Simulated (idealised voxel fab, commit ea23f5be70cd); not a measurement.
Process module in this document: voxel spacer lines
This is section cut - it's 155 nm across, gridded in 5 nm square cells.
We lay out every cross-section as a grid of square cells and spell it out in bands from the top down, where one band means one or more rows of cells. Each band's line starts with the height of the band's top and of its bottom, in nm. Then come its materials from left to right, each with its width in nm. One material with "everywhere" fills the band from edge to edge. "empty" is empty space. Measure heights from 0. That's the level where, below it, the as-received wafer is all one material. The lowest band is bottomless and extends downward; write it as in "0..down". Top row gets the first number, bottom row gets the second, and each row in between changes by the same step: that is how a band width like "30->40" works. When a step is marked "left unchanged", none of the cells in the cross-section changed during that step. Empty spaces counting at least 8 cells and having no open way to the top are listed in "Cavities, closed". The notation width x height at distance is used for each, the distance being from the left edge and all three values in nm. Anything after a step's settings on that line? It's the simulator's own note about the step. The line of a step may include "overlay nm". On a step with a mask, this value is how far to the right of its planned place the mask lay. A negative value means the mask lay to the left.

Steps planned for the process
step 1: op RECEIVE | material Si
step 2: op CONFORMAL_DEP | material SiO2 | thk nm 10
step 3: op DIRECTIONAL_DEP | material polySi | thk nm 10
step 4: op DIRECTIONAL_DEP | material aC | thk nm 30
step 5: op PATTERN | tone cover | mask id MANDREL | material resist | width nm 20 | pitch nm 60 | thk nm 35 | overlay nm 0
step 6: op DIRECTIONAL_ETCH | etch materials aC | depth nm 30
step 7: op STRIP | etch materials resist
step 8: op CONFORMAL_DEP | material SiN | thk nm 10
step 9: op DIRECTIONAL_ETCH | etch materials SiN | depth nm 10
step 10: op STRIP | etch materials aC
step 11: op DIRECTIONAL_ETCH | etch materials polySi | depth nm 10
step 12: op STRIP | etch materials SiN

Shown in cross-section is the wafer as received, that is, as it stands after step 1
> 0..down  Si everywhere
> Cavities, closed: none

End state of the module in cross-section, given the above starting point and plan and one mistake in execution
> 20..10  empty (35), polySi (20), empty (40), polySi (20), empty (40)
> 10..0  SiO2 everywhere
> 0..down  Si everywhere
> Cavities, closed: none
What was the processing mistake? for step 5, the planned setting was not used; the step was instead run as op PATTERN | tone open | mask id MANDREL | material resist | width nm 20 | pitch nm 60 | thk nm 35 | overlay nm 0
